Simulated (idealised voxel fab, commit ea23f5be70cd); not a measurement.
voxel air gaps: a process module
The cross-section on display is named cut; it measures 170 nm wide, and its cells are 5 nm squares.
We lay out every cross-section as a grid of square cells and spell it out in bands from the top down, where one band means one or more rows of cells.
The entry gives the band's vertical extent as a top height and a bottom height in nm, then its horizontal make-up as materials from left to right, each with a width in nm. "empty" stands for empty space; a single material marked "everywhere" fills the band edge to edge.
Counting heights begins at 0, where everything beneath is, in the wafer as received, one material. The lowest band has no bottom; it goes on downwards, as "top 0, no bottom" shows.
Note: "30..40" means the width goes from the first number (top row of the band) to the second number (bottom row) in equal steps per row of cells.
No cell of the cross-section changed in a step that is given as "no alterations made".
Closed empty spaces (no open way to the top) of 8 cells or more are what "Closed void table" lists, each as width x height at distance from the left edge, nm for all three.
after a step's settings: what the simulator itself notes on the step
What "overlay nm" on a step's line means: if the step has a mask, that mask lay this far to the right of its planned place, or, when the value is negative, to the left.
Process steps foreseen in the plan
| 1 | RECEIVE with material Si |
| 2 | CONFORMAL_DEP with material SiO2, thk nm 10 |
| 3 | CONFORMAL_DEP with material SiN, thk nm 5 |
| 4 | DIRECTIONAL_DEP with material SiO2, thk nm 40 |
| 5 | PATTERN with tone open, mask id LINES, material resist, width nm 25, pitch nm 50, thk nm 20, overlay nm 0 |
| 6 | DIRECTIONAL_ETCH with etch materials SiO2, depth nm 40 |
| 7 | STRIP with etch materials resist |
| 8 | CONFORMAL_DEP with material TiN, thk nm 5 |
| 9 | FILL_DEP with material Cu, thk nm 5 |
| 10 | CMP with height nm 55 |
| 11 | EPI with material Ru, thk nm 10 |
| 12 | SELECTIVE_ETCH with etch materials SiO2, depth nm 50 |
| 13 | CONFORMAL_DEP with material SiN, thk nm 5 |
All wafers enter the flow in the same state. The thk nm at step 8 differs from wafer to wafer, and the plan gives the value for the first wafer.
The first of several wafers, as received after step 1, seen in section
	top 0, no bottom  Si everywhere
	Closed void table: none
For your reference, the table is organized with a row per wafer; each row reflects the wafer at the end of the module, indicating for each material the cells gained (+) or lost (-) since receipt, and thereafter its closed voids
thk nm 5, +63 Cu, +54 Ru, +144 SiN, +68 SiO2, +57 TiN, Closed void table: 15 x 30 at 50; 15 x 30 at 100
thk nm 10, +18 Cu, +54 Ru, +144 SiN, +68 SiO2, +102 TiN, Closed void table: 15 x 30 at 50; 15 x 30 at 100
thk nm 15, +54 Ru, +144 SiN, +68 SiO2, +120 TiN, Closed void table: 15 x 30 at 50; 15 x 30 at 100
thk nm 20, +54 Ru, +144 SiN, +68 SiO2, +120 TiN, Closed void table: 15 x 30 at 50; 15 x 30 at 100
